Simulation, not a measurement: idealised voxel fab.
You're looking at the process module voxel released beams.
Shown is cross-section cut, with a width of 280 nm and square cells of size 5 nm.
Heads up, the way a cross-section reads in here is a grid of square cells, handed over as bands from the top down, with every band being one or more rows of cells. A band entry consists of two parts. The first gives the height of the band's top and the height of its bottom, in nm. The rest lists the band's materials from left to right, each with its width in nm. A single material labelled with the word "edge to edge" fills the band from edge to edge, and the word "empty" marks empty space. Note: height 0 marks the level under which the wafer is uniformly one material as received. Lowest band unbounded below, written "0..down". A width given as "30 to 40" starts at the first number in the band's top row and ends at the second number in its bottom row, shifting by an equal amount at every step from row to row. No cell of the cross-section changed in a step that is given as "all unchanged". The entry titled "Enclosed voids" provides the empty spaces that have no open way to the top, restricted to those of 8 cells or more. Each is presented as width x height at distance, the distance being measured from the left edge, with all three in nm. Whatever follows a step's settings on its line is a remark the simulator itself makes about that step. overlay nm: mask offset rightward from planned place, masked step; negative means leftward offset.
[Set out below are the planned steps of the process]
| 1 | RECEIVE with material Si |
| 2 | CONFORMAL_DEP with material Al2O3, thk nm 10 |
| 3 | DIRECTIONAL_DEP with material SiO2, thk nm 15 |
| 4 | MASKED_ETCH with tone open, mask id ANCHOR, width nm 25, etch materials SiO2, depth nm 15, overlay nm 0 |
| 5 | CONFORMAL_DEP with material W, thk nm 10 |
| 6 | DIRECTIONAL_DEP with material aC, thk nm 15 |
| 7 | PATTERN with tone cover, mask id BEAM, material resist, width nm 95, thk nm 35, overlay nm 0 |
| 8 | DIRECTIONAL_ETCH with etch materials aC, depth nm 15 |
| 9 | STRIP with etch materials resist |
| 10 | DIRECTIONAL_ETCH with etch materials W, depth nm 10 |
| 11 | STRIP with etch materials aC |
| 12 | STRIP with etch materials SiO2 |
Variable across wafers: step 7 width nm (plan value is that of the first wafer; starting state common to all).
[Received wafers, first of several: cross-section after step 1]
	0..down | Si edge to edge
	Enclosed voids: none
[The figure below presents a cross-section of the first of several wafers at the conclusion of the module, following its last step, step 12]
	35..25 | empty 90 nm / W 10 nm / empty 5 nm / W 80 nm / empty 95 nm
	25..20 | empty 90 nm / W 10 nm / empty 5 nm / W 10 nm / empty 165 nm
	20..10 | empty 90 nm / W 25 nm / empty 165 nm
	10..0 | Al2O3 edge to edge
	0..down | Si edge to edge
	Enclosed voids: none
[At the end of the module, the last of several wafers in cross-section]
	35..25 | empty 80 nm / W 20 nm / empty 5 nm / W 95 nm / empty 80 nm
	25..20 | empty 90 nm / W 10 nm / empty 5 nm / W 10 nm / empty 165 nm
	20..10 | empty 90 nm / W 25 nm / empty 165 nm
	10..0 | Al2O3 edge to edge
	0..down | Si edge to edge
	Enclosed voids: none
[So in this table every wafer gets its own row, and what you see is where it stands at the end of the module: for each material, how many cells it picked up (+) or gave up (-) since we received it, and after that its closed voids]
width nm 95; +112 Al2O3; +50 W; Enclosed voids: none
width nm 100; +112 Al2O3; +52 W; Enclosed voids: none
width nm 105; +112 Al2O3; +54 W; Enclosed voids: none
width nm 110; +112 Al2O3; +56 W; Enclosed voids: none
width nm 115; +112 Al2O3; +58 W; Enclosed voids: none
width nm 120; +112 Al2O3; +60 W; Enclosed voids: none
